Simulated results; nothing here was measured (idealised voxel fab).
Presented below is a process module, voxel wiring stack.
The width of the displayed cross-section, cut, is 195 nm; its cells are square, with a size of 5 nm.
Notation: cross-section as square-cell grid; stated in bands, top first, going down; one or more cell rows per band. The entry gives the band's vertical extent as a top height and a bottom height in nm, then its horizontal make-up as materials from left to right, each with a width in nm. "blank" stands for empty space; a single material marked "everywhere" fills the band edge to edge. All heights in this document are referenced to 0, defined as the level beneath which the wafer, as received, consists entirely of one material. The lowest band is not bounded below; it extends indefinitely downward and is written in the form "0 nm and below". Read "30..40" as a graded width: first number on top, second number at the bottom, same change between each pair of neighbouring rows. A step reported as "no change occurred" is a step in which no cell of the cross-section changed. "Encapsulated voids" means: voids of 8 cells or more that are shut off from the top with no open way through. Written width x height at distance, distance from the left edge, in nm. If you see something after the settings on a step's line, that's the simulator's own remark about that step. "overlay nm", when on a step's line for a step with a mask, measures how far to the right of its planned place the mask lay; a negative measure means to the left.
# Set out below are the planned steps of the process
- 1: RECEIVE | material Si
- 2: CONFORMAL_DEP | material SiO2 | thk nm 15
- 3: CONFORMAL_DEP | material SiN | thk nm 5
- 4: DIRECTIONAL_DEP | material lowk | thk nm 25
- 5: DIRECTIONAL_DEP | material aC | thk nm 15
- 6: PATTERN | tone open | mask id METAL_1 | material resist | width nm 25 | pitch nm 55 | thk nm 35 | overlay nm 0
- 7: DIRECTIONAL_ETCH | etch materials aC | depth nm 15
- 8: STRIP | etch materials resist
- 9: DIRECTIONAL_ETCH | etch materials lowk | depth nm 25
- 10: DIRECTIONAL_ETCH | etch materials SiN | depth nm 5
- 11: STRIP | etch materials aC
- 12: CONFORMAL_DEP | material TiN | thk nm 5
- 13: FILL_DEP | material Ru | thk nm 5
- 14: CMP | height nm 45
- 15: CONFORMAL_DEP | material SiCN | thk nm 5
- 16: DIRECTIONAL_DEP | material SiO2 | thk nm 30
- 17: PATTERN | tone open | mask id METAL_2 | material resist | width nm 25 | pitch nm 55 | thk nm 15 | overlay nm 0
- 18: DIRECTIONAL_ETCH | etch materials SiO2 | depth nm 20
- 19: STRIP | etch materials resist
- 20: DIRECTIONAL_DEP | material aC | thk nm 15
- 21: PATTERN | tone open | mask id METAL_2_HOLES | material resist | width nm 15 | pitch nm 55 | thk nm 35 | overlay nm 0
- 22: DIRECTIONAL_ETCH | etch materials aC | depth nm 15
- 23: STRIP | etch materials resist
- 24: DIRECTIONAL_ETCH | etch materials SiO2 | depth nm 10
- 25: DIRECTIONAL_ETCH | etch materials SiCN | depth nm 5
- 26: STRIP | etch materials aC
- 27: CONFORMAL_DEP | material TiN | thk nm 5
- 28: FILL_DEP | material Cu | thk nm 5
- 29: CMP | height nm 80
- 30: CONFORMAL_DEP | material SiCN | thk nm 5
- 31: DIRECTIONAL_DEP | material SiO2 | thk nm 35
- 32: PATTERN | tone open | mask id METAL_3_HOLES | material resist | width nm 15 | thk nm 20 | overlay nm 0
- 33: DIRECTIONAL_ETCH | etch materials SiO2 | depth nm 35
- 34: STRIP | etch materials resist
- 35: DIRECTIONAL_DEP | material aC | thk nm 15
- 36: PATTERN | tone open | mask id METAL_3 | material resist | width nm 25 | pitch nm 55 | thk nm 35 | overlay nm 0
- 37: DIRECTIONAL_ETCH | etch materials aC | depth nm 15
- 38: STRIP | etch materials resist
- 39: DIRECTIONAL_ETCH | etch materials SiO2 | depth nm 20
- 40: DIRECTIONAL_ETCH | etch materials SiCN | depth nm 5
- 41: STRIP | etch materials aC
- 42: CONFORMAL_DEP | material TiN | thk nm 5
- 43: FILL_DEP | material Cu | thk nm 10
- 44: CMP | height nm 120
- 45: CONFORMAL_DEP | material SiCN | thk nm 5
# Cross-section of the wafer at receipt, which is the condition after step 1
    0 nm and below  Si everywhere
    Encapsulated voids: none
# First of two wafers: cross-section at end of module, run per plan
    125 nm to 120 nm  SiCN everywhere
    120 nm to 105 nm  SiO2 55 nm, then TiN 5 nm, then Cu 15 nm, then TiN 5 nm, then SiO2 30 nm, then TiN 5 nm, then Cu 15 nm, then TiN 5 nm, then SiO2 60 nm
    105 nm to 100 nm  SiO2 55 nm, then TiN 5 nm, then Cu 5 nm, then TiN 15 nm, then SiO2 30 nm, then TiN 25 nm, then SiO2 60 nm
    100 nm to 85 nm  SiO2 55 nm, then TiN 5 nm, then Cu 5 nm, then TiN 5 nm, then SiO2 125 nm
    85 nm to 80 nm  SiCN 55 nm, then TiN 15 nm, then SiCN 125 nm
    80 nm to 65 nm  SiO2 55 nm, then TiN 5 nm, then Cu 15 nm, then TiN 5 nm, then SiO2 30 nm, then TiN 5 nm, then Cu 15 nm, then TiN 5 nm, then SiO2 60 nm
    65 nm to 60 nm  SiO2 55 nm, then TiN 5 nm, then Cu 5 nm, then TiN 15 nm, then SiO2 30 nm, then TiN 5 nm, then Cu 5 nm, then TiN 15 nm, then SiO2 60 nm
    60 nm to 50 nm  SiO2 55 nm, then TiN 5 nm, then Cu 5 nm, then TiN 5 nm, then SiO2 40 nm, then TiN 5 nm, then Cu 5 nm, then TiN 5 nm, then SiO2 70 nm
    50 nm to 45 nm  SiCN 55 nm, then TiN 15 nm, then SiCN 40 nm, then TiN 15 nm, then SiCN 70 nm
    45 nm to 20 nm  lowk 55 nm, then TiN 5 nm, then Ru 15 nm, then TiN 5 nm, then lowk 30 nm, then TiN 5 nm, then Ru 15 nm, then TiN 5 nm, then lowk 60 nm
    20 nm to 15 nm  SiN 55 nm, then TiN 25 nm, then SiN 30 nm, then TiN 25 nm, then SiN 60 nm
    15 nm to 0 nm  SiO2 everywhere
    0 nm and below  Si everywhere
    Encapsulated voids: none
# End-of-module cross-section of the second wafer: identical starting point and process plan to the first, with one processing mistake
    125 nm to 120 nm  SiCN everywhere
    120 nm to 105 nm  SiO2 55 nm, then TiN 5 nm, then Cu 15 nm, then TiN 5 nm, then SiO2 30 nm, then TiN 5 nm, then Cu 15 nm, then TiN 5 nm, then SiO2 60 nm
    105 nm to 100 nm  SiO2 55 nm, then TiN 5 nm, then Cu 5 nm, then TiN 15 nm, then SiO2 30 nm, then TiN 25 nm, then SiO2 60 nm
    100 nm to 85 nm  SiO2 55 nm, then TiN 5 nm, then Cu 5 nm, then TiN 5 nm, then SiO2 125 nm
    85 nm to 80 nm  SiCN 55 nm, then TiN 15 nm, then SiCN 125 nm
    80 nm to 65 nm  SiO2 55 nm, then TiN 5 nm, then Cu 15 nm, then TiN 5 nm, then SiO2 30 nm, then TiN 5 nm, then Cu 15 nm, then TiN 5 nm, then SiO2 60 nm
    65 nm to 60 nm  SiO2 55 nm, then TiN 5 nm, then Cu 5 nm, then TiN 15 nm, then SiO2 30 nm, then TiN 5 nm, then Cu 5 nm, then TiN 15 nm, then SiO2 60 nm
    60 nm to 50 nm  SiO2 55 nm, then TiN 5 nm, then Cu 5 nm, then TiN 5 nm, then SiO2 40 nm, then TiN 5 nm, then Cu 5 nm, then TiN 5 nm, then SiO2 70 nm
    50 nm to 45 nm  SiCN 55 nm, then TiN 15 nm, then SiCN 40 nm, then TiN 15 nm, then SiCN 70 nm
    45 nm to 20 nm  lowk 55 nm, then TiN 5 nm, then Ru 15 nm, then TiN 5 nm, then lowk 30 nm, then TiN 5 nm, then Ru 15 nm, then TiN 5 nm, then lowk 60 nm
    20 nm to 15 nm  SiN 55 nm, then TiN 25 nm, then SiN 30 nm, then TiN 25 nm, then SiN 60 nm
    15 nm to 0 nm  SiCN everywhere
    0 nm and below  Si everywhere
    Encapsulated voids: none
What went wrong in running the wafer? step 2: run off-plan, actual operation and settings CONFORMAL_DEP | material SiCN | thk nm 15
FYI, end of process, the second wafer has more or fewer cells of some materials than the first: SiCN: 117 more; SiO2: 117 fewer
